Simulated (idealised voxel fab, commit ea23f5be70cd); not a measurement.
The name of this process module is voxel wiring stack.
It is cross-section cut that appears here, measuring 155 nm in width, its square cells being 5 nm in size.
This document writes a cross-section as a grid whose cells are square, and gives it as bands, listed from the top down; one or more rows of cells form a band.
This entry defines a band. It first specifies the height of the band's top and the height of its bottom in nm, and then specifies the band's materials from left to right, stating each material with its width in nm. The word "throughout" identifies a single material that fills the band from edge to edge, while the word "blank" identifies empty space.
Note: height 0 marks the level under which the wafer is uniformly one material as received. Lowest band unbounded below, written "0 down".
It should be noted that a width expressed as "30->40" varies in equal increments from row to row of cells within the band, taking the value of the first number at the top row and that of the second number at the bottom row.
It should be understood that the words "no alterations made", when stated for a given step, signify that the cross-section underwent no change in any of its cells during that step.
"Enclosed voids": sealed empty spaces, 8 cells or more, no open way to top, listed width x height at distance, with distance from the left edge and width, height and distance in nm.
Where a step's line continues beyond its settings, the continuation is a remark by the simulator itself on that step.
overlay nm: step with mask; distance mask lay right of planned place; negative value = left of planned place.

Process steps foreseen in the plan:
1: RECEIVE [material Si]
2: CONFORMAL_DEP [material SiO2] [thk nm 15]
3: CONFORMAL_DEP [material SiN] [thk nm 5]
4: DIRECTIONAL_DEP [material SiO2] [thk nm 25]
5: DIRECTIONAL_DEP [material aC] [thk nm 10]
6: PATTERN [tone open] [mask id METAL_1] [material resist] [width nm 25] [pitch nm 45] [thk nm 25] [overlay nm 0]
7: DIRECTIONAL_ETCH [etch materials aC] [depth nm 10]
8: STRIP [etch materials resist]
9: DIRECTIONAL_ETCH [etch materials SiO2] [depth nm 25]
10: DIRECTIONAL_ETCH [etch materials SiN] [depth nm 5]
11: STRIP [etch materials aC]
12: CONFORMAL_DEP [material TiN] [thk nm 5]
13: FILL_DEP [material Ru] [thk nm 5]
14: CMP [height nm 45]
15: CONFORMAL_DEP [material SiCN] [thk nm 5]
16: DIRECTIONAL_DEP [material lowk] [thk nm 25]
17: DIRECTIONAL_DEP [material aC] [thk nm 10]
18: PATTERN [tone open] [mask id METAL_2_HOLES] [material resist] [width nm 15] [pitch nm 45] [thk nm 30] [overlay nm 0]
19: DIRECTIONAL_ETCH [etch materials aC] [depth nm 10]
20: STRIP [etch materials resist]
21: DIRECTIONAL_ETCH [etch materials lowk] [depth nm 25]
22: STRIP [etch materials aC]
23: MASKED_ETCH [tone open] [mask id METAL_2] [width nm 25] [pitch nm 45] [etch materials lowk] [depth nm 15] [overlay nm 0]
24: MASKED_ETCH [tone open] [mask id METAL_2] [width nm 25] [pitch nm 45] [etch materials SiCN] [depth nm 5] [overlay nm 0]
25: CONFORMAL_DEP [material TiN] [thk nm 5]
26: FILL_DEP [material Cu] [thk nm 10]
27: CMP [height nm 75]
28: CONFORMAL_DEP [material SiCN] [thk nm 5]
29: DIRECTIONAL_DEP [material SiO2] [thk nm 35]
30: PATTERN [tone open] [mask id METAL_3_HOLES] [material resist] [width nm 15] [thk nm 20] [overlay nm 0]
31: DIRECTIONAL_ETCH [etch materials SiO2] [depth nm 35]
32: STRIP [etch materials resist]
33: PATTERN [tone open] [mask id METAL_3] [material resist] [width nm 25] [pitch nm 45] [thk nm 15] [overlay nm 0]
34: DIRECTIONAL_ETCH [etch materials SiO2] [depth nm 20]
35: DIRECTIONAL_ETCH [etch materials SiCN] [depth nm 5]
36: STRIP [etch materials resist]
37: CONFORMAL_DEP [material TiN] [thk nm 5]
38: FILL_DEP [material Cu] [thk nm 5]
39: CMP [height nm 115]
40: CONFORMAL_DEP [material SiN] [thk nm 5]

Below: the first of two wafers, run as planned:

As received (post step 1): cross-section:
> 0 down  Si throughout
> Enclosed voids: none

You're looking at a cross-section of the wafer after step 2:
> 15 to 0  SiO2 throughout
> Anything lower than 0 is untouched.

You're looking at a cross-section of the wafer after step 3:
> 20 to 15  SiN throughout
> Anything lower than 15 is untouched.

You're looking at a cross-section of the wafer after step 4:
> 45 to 20  SiO2 throughout
> Anything lower than 20 is untouched.

You're looking at a cross-section of the wafer after step 5:
> 55 to 45  aC throughout
> Anything lower than 45 is untouched.

You're looking at a cross-section of the wafer after step 6:
> 80 to 55  40 nm resist / 25 nm blank / 20 nm resist / 25 nm blank / 45 nm resist
> Anything lower than 55 is untouched.

You're looking at a cross-section of the wafer after step 7:
> 70 to 55  40 nm resist / 25 nm blank / 20 nm resist / 25 nm blank / 45 nm resist
> 55 to 45  40 nm aC / 25 nm blank / 20 nm aC / 25 nm blank / 45 nm aC
> Anything lower than 45 is untouched.

You're looking at a cross-section of the wafer after step 8:
> 55 to 45  40 nm aC / 25 nm blank / 20 nm aC / 25 nm blank / 45 nm aC
> Anything lower than 45 is untouched.

You're looking at a cross-section of the wafer after step 9:
> 55 to 45  40 nm aC / 25 nm blank / 20 nm aC / 25 nm blank / 45 nm aC
> 45 to 20  40 nm SiO2 / 25 nm blank / 20 nm SiO2 / 25 nm blank / 45 nm SiO2
> Anything lower than 20 is untouched.

You're looking at a cross-section of the wafer after step 10:
> 55 to 45  40 nm aC / 25 nm blank / 20 nm aC / 25 nm blank / 45 nm aC
> 45 to 20  40 nm SiO2 / 25 nm blank / 20 nm SiO2 / 25 nm blank / 45 nm SiO2
> 20 to 15  40 nm SiN / 25 nm blank / 20 nm SiN / 25 nm blank / 45 nm SiN
> Anything lower than 15 is untouched.

You're looking at a cross-section of the wafer after step 11:
> 45 to 20  40 nm SiO2 / 25 nm blank / 20 nm SiO2 / 25 nm blank / 45 nm SiO2
> Anything lower than 20 is untouched.

You're looking at a cross-section of the wafer after step 12:
> 50 to 45  45 nm TiN / 15 nm blank / 30 nm TiN / 15 nm blank / 50 nm TiN
> 45 to 20  40 nm SiO2 / 5 nm TiN / 15 nm blank / 5 nm TiN / 20 nm SiO2 / 5 nm TiN / 15 nm blank / 5 nm TiN / 45 nm SiO2
> 20 to 15  40 nm SiN / 25 nm TiN / 20 nm SiN / 25 nm TiN / 45 nm SiN
> Anything lower than 15 is untouched.

You're looking at a cross-section of the wafer after step 13:
> 55 to 50  Ru throughout
> 50 to 45  45 nm TiN / 15 nm Ru / 30 nm TiN / 15 nm Ru / 50 nm TiN
> 45 to 20  40 nm SiO2 / 5 nm TiN / 15 nm Ru / 5 nm TiN / 20 nm SiO2 / 5 nm TiN / 15 nm Ru / 5 nm TiN / 45 nm SiO2
> Anything lower than 20 is untouched.

You're looking at a cross-section of the wafer after step 14:
> 45 to 20  40 nm SiO2 / 5 nm TiN / 15 nm Ru / 5 nm TiN / 20 nm SiO2 / 5 nm TiN / 15 nm Ru / 5 nm TiN / 45 nm SiO2
> Anything lower than 20 is untouched.

You're looking at a cross-section of the wafer after step 15:
> 50 to 45  SiCN throughout
> Anything lower than 45 is untouched.

You're looking at a cross-section of the wafer after step 16:
> 75 to 50  lowk throughout
> Anything lower than 50 is untouched.

You're looking at a cross-section of the wafer after step 17:
> 85 to 75  aC throughout
> Anything lower than 75 is untouched.

You're looking at a cross-section of the wafer after step 18:
> 115 to 85  40 nm resist / 15 nm blank / 30 nm resist / 15 nm blank / 55 nm resist
> Anything lower than 85 is untouched.

You're looking at a cross-section of the wafer after step 19:
> 105 to 85  40 nm resist / 15 nm blank / 30 nm resist / 15 nm blank / 55 nm resist
> 85 to 75  40 nm aC / 15 nm blank / 30 nm aC / 15 nm blank / 55 nm aC
> Anything lower than 75 is untouched.

You're looking at a cross-section of the wafer after step 20:
> 85 to 75  40 nm aC / 15 nm blank / 30 nm aC / 15 nm blank / 55 nm aC
> Anything lower than 75 is untouched.

You're looking at a cross-section of the wafer after step 21:
> 85 to 75  40 nm aC / 15 nm blank / 30 nm aC / 15 nm blank / 55 nm aC
> 75 to 50  40 nm lowk / 15 nm blank / 30 nm lowk / 15 nm blank / 55 nm lowk
> Anything lower than 50 is untouched.

You're looking at a cross-section of the wafer after step 22:
> 75 to 50  40 nm lowk / 15 nm blank / 30 nm lowk / 15 nm blank / 55 nm lowk
> Anything lower than 50 is untouched.

You're looking at a cross-section of the wafer after step 23:
> 75 to 60  40 nm lowk / 25 nm blank / 20 nm lowk / 25 nm blank / 45 nm lowk
> Anything lower than 60 is untouched.

You're looking at a cross-section of the wafer after step 24:
> 75 to 60  40 nm lowk / 25 nm blank / 20 nm lowk / 25 nm blank / 45 nm lowk
> 60 to 50  40 nm lowk / 15 nm blank / 30 nm lowk / 15 nm blank / 55 nm lowk
> 50 to 45  40 nm SiCN / 15 nm blank / 30 nm SiCN / 15 nm blank / 55 nm SiCN
> Anything lower than 45 is untouched.

You're looking at a cross-section of the wafer after step 25:
> 80 to 75  45 nm TiN / 15 nm blank / 30 nm TiN / 15 nm blank / 50 nm TiN
> 75 to 65  40 nm lowk / 5 nm TiN / 15 nm blank / 5 nm TiN / 20 nm lowk / 5 nm TiN / 15 nm blank / 5 nm TiN / 45 nm lowk
> 65 to 60  40 nm lowk / 5 nm TiN / 5 nm blank / 15 nm TiN / 20 nm lowk / 5 nm TiN / 5 nm blank / 15 nm TiN / 45 nm lowk
> 60 to 50  40 nm lowk / 5 nm TiN / 5 nm blank / 5 nm TiN / 30 nm lowk / 5 nm TiN / 5 nm blank / 5 nm TiN / 55 nm lowk
> 50 to 45  40 nm SiCN / 15 nm TiN / 30 nm SiCN / 15 nm TiN / 55 nm SiCN
> Anything lower than 45 is untouched.

You're looking at a cross-section of the wafer after step 26:
> 90 to 80  Cu throughout
> 80 to 75  45 nm TiN / 15 nm Cu / 30 nm TiN / 15 nm Cu / 50 nm TiN
> 75 to 65  40 nm lowk / 5 nm TiN / 15 nm Cu / 5 nm TiN / 20 nm lowk / 5 nm TiN / 15 nm Cu / 5 nm TiN / 45 nm lowk
> 65 to 60  40 nm lowk / 5 nm TiN / 5 nm Cu / 15 nm TiN / 20 nm lowk / 5 nm TiN / 5 nm Cu / 15 nm TiN / 45 nm lowk
> 60 to 50  40 nm lowk / 5 nm TiN / 5 nm Cu / 5 nm TiN / 30 nm lowk / 5 nm TiN / 5 nm Cu / 5 nm TiN / 55 nm lowk
> Anything lower than 50 is untouched.

You're looking at a cross-section of the wafer after step 27:
> 75 to 65  40 nm lowk / 5 nm TiN / 15 nm Cu / 5 nm TiN / 20 nm lowk / 5 nm TiN / 15 nm Cu / 5 nm TiN / 45 nm lowk
> Anything lower than 65 is untouched.

You're looking at a cross-section of the wafer after step 28:
> 80 to 75  SiCN throughout
> Anything lower than 75 is untouched.

You're looking at a cross-section of the wafer after step 29:
> 115 to 80  SiO2 throughout
> Anything lower than 80 is untouched.

You're looking at a cross-section of the wafer after step 30:
> 135 to 115  40 nm resist / 15 nm blank / 100 nm resist
> Anything lower than 115 is untouched.

You're looking at a cross-section of the wafer after step 31:
> 135 to 115  40 nm resist / 15 nm blank / 100 nm resist
> 115 to 80  40 nm SiO2 / 15 nm blank / 100 nm SiO2
> Anything lower than 80 is untouched.

You're looking at a cross-section of the wafer after step 32:
> 115 to 80  40 nm SiO2 / 15 nm blank / 100 nm SiO2
> Anything lower than 80 is untouched.

You're looking at a cross-section of the wafer after step 33:
> 130 to 115  40 nm resist / 25 nm blank / 20 nm resist / 25 nm blank / 45 nm resist
> Anything lower than 115 is untouched.

You're looking at a cross-section of the wafer after step 34:
> 130 to 115  40 nm resist / 25 nm blank / 20 nm resist / 25 nm blank / 45 nm resist
> 115 to 95  40 nm SiO2 / 25 nm blank / 20 nm SiO2 / 25 nm blank / 45 nm SiO2
> Anything lower than 95 is untouched.

You're looking at a cross-section of the wafer after step 35:
> 130 to 115  40 nm resist / 25 nm blank / 20 nm resist / 25 nm blank / 45 nm resist
> 115 to 95  40 nm SiO2 / 25 nm blank / 20 nm SiO2 / 25 nm blank / 45 nm SiO2
> 95 to 80  40 nm SiO2 / 15 nm blank / 100 nm SiO2
> 80 to 75  40 nm SiCN / 15 nm blank / 100 nm SiCN
> Anything lower than 75 is untouched.

You're looking at a cross-section of the wafer after step 36:
> 115 to 95  40 nm SiO2 / 25 nm blank / 20 nm SiO2 / 25 nm blank / 45 nm SiO2
> Anything lower than 95 is untouched.

You're looking at a cross-section of the wafer after step 37:
> 120 to 115  45 nm TiN / 15 nm blank / 30 nm TiN / 15 nm blank / 50 nm TiN
> 115 to 100  40 nm SiO2 / 5 nm TiN / 15 nm blank / 5 nm TiN / 20 nm SiO2 / 5 nm TiN / 15 nm blank / 5 nm TiN / 45 nm SiO2
> 100 to 95  40 nm SiO2 / 5 nm TiN / 5 nm blank / 15 nm TiN / 20 nm SiO2 / 25 nm TiN / 45 nm SiO2
> 95 to 80  40 nm SiO2 / 5 nm TiN / 5 nm blank / 5 nm TiN / 100 nm SiO2
> 80 to 75  40 nm SiCN / 15 nm TiN / 100 nm SiCN
> Anything lower than 75 is untouched.

You're looking at a cross-section of the wafer after step 38:
> 125 to 120  Cu throughout
> 120 to 115  45 nm TiN / 15 nm Cu / 30 nm TiN / 15 nm Cu / 50 nm TiN
> 115 to 100  40 nm SiO2 / 5 nm TiN / 15 nm Cu / 5 nm TiN / 20 nm SiO2 / 5 nm TiN / 15 nm Cu / 5 nm TiN / 45 nm SiO2
> 100 to 95  40 nm SiO2 / 5 nm TiN / 5 nm Cu / 15 nm TiN / 20 nm SiO2 / 25 nm TiN / 45 nm SiO2
> 95 to 80  40 nm SiO2 / 5 nm TiN / 5 nm Cu / 5 nm TiN / 100 nm SiO2
> Anything lower than 80 is untouched.

You're looking at a cross-section of the wafer after step 39:
> 115 to 100  40 nm SiO2 / 5 nm TiN / 15 nm Cu / 5 nm TiN / 20 nm SiO2 / 5 nm TiN / 15 nm Cu / 5 nm TiN / 45 nm SiO2
> Anything lower than 100 is untouched.

You're looking at a cross-section of the wafer after step 40:
> 120 to 115  SiN throughout
> Anything lower than 115 is untouched.

Second wafer: same start and same plan as the first, one execution error; identical to the first through step 28:

Look at the second wafer in cross-section at the time step 29 ought to have finished:
> 150 to 80  SiO2 throughout
> Anything lower than 80 is untouched.

Look at the second wafer in cross-section at the time step 30 ought to have finished:
> 170 to 150  40 nm resist / 15 nm blank / 100 nm resist
> Anything lower than 150 is untouched.

Look at the second wafer in cross-section at the time step 31 ought to have finished:
> 170 to 150  40 nm resist / 15 nm blank / 100 nm resist
> 150 to 115  40 nm SiO2 / 15 nm blank / 100 nm SiO2
> Anything lower than 115 is untouched.

Look at the second wafer in cross-section at the time step 32 ought to have finished:
> 150 to 115  40 nm SiO2 / 15 nm blank / 100 nm SiO2
> Anything lower than 115 is untouched.

Look at the second wafer in cross-section at the time step 33 ought to have finished:
> 165 to 150  40 nm resist / 25 nm blank / 20 nm resist / 25 nm blank / 45 nm resist
> Anything lower than 150 is untouched.

Look at the second wafer in cross-section at the time step 34 ought to have finished:
> 165 to 150  40 nm resist / 25 nm blank / 20 nm resist / 25 nm blank / 45 nm resist
> 150 to 130  40 nm SiO2 / 25 nm blank / 20 nm SiO2 / 25 nm blank / 45 nm SiO2
> 130 to 95  40 nm SiO2 / 15 nm blank / 100 nm SiO2
> Anything lower than 95 is untouched.

Look at the second wafer in cross-section at the time step 35 ought to have finished: no alterations made

Look at the second wafer in cross-section at the time step 36 ought to have finished:
> 150 to 130  40 nm SiO2 / 25 nm blank / 20 nm SiO2 / 25 nm blank / 45 nm SiO2
> Anything lower than 130 is untouched.

Look at the second wafer in cross-section at the time step 37 ought to have finished:
> 155 to 150  45 nm TiN / 15 nm blank / 30 nm TiN / 15 nm blank / 50 nm TiN
> 150 to 135  40 nm SiO2 / 5 nm TiN / 15 nm blank / 5 nm TiN / 20 nm SiO2 / 5 nm TiN / 15 nm blank / 5 nm TiN / 45 nm SiO2
> 135 to 130  40 nm SiO2 / 5 nm TiN / 5 nm blank / 15 nm TiN / 20 nm SiO2 / 25 nm TiN / 45 nm SiO2
> 130 to 100  40 nm SiO2 / 5 nm TiN / 5 nm blank / 5 nm TiN / 100 nm SiO2
> 100 to 95  40 nm SiO2 / 15 nm TiN / 100 nm SiO2
> Anything lower than 95 is untouched.

Look at the second wafer in cross-section at the time step 38 ought to have finished:
> 160 to 155  Cu throughout
> 155 to 150  45 nm TiN / 15 nm Cu / 30 nm TiN / 15 nm Cu / 50 nm TiN
> 150 to 135  40 nm SiO2 / 5 nm TiN / 15 nm Cu / 5 nm TiN / 20 nm SiO2 / 5 nm TiN / 15 nm Cu / 5 nm TiN / 45 nm SiO2
> 135 to 130  40 nm SiO2 / 5 nm TiN / 5 nm Cu / 15 nm TiN / 20 nm SiO2 / 25 nm TiN / 45 nm SiO2
> 130 to 100  40 nm SiO2 / 5 nm TiN / 5 nm Cu / 5 nm TiN / 100 nm SiO2
> Anything lower than 100 is untouched.

Look at the second wafer in cross-section at the time step 39 ought to have finished:
> 115 to 100  40 nm SiO2 / 5 nm TiN / 5 nm Cu / 5 nm TiN / 100 nm SiO2
> Anything lower than 100 is untouched.

Look at the second wafer in cross-section at the time step 40 ought to have finished:
> 120 to 115  SiN throughout
> Anything lower than 115 is untouched.
Diagnosis: in the plan, step 29 was performed twice
The final cell counts differ between the wafers, with the second having more or fewer of some materials than the first: 19 fewer of Cu | 3 more of SiCN | 37 more of SiO2 | 21 fewer of TiN
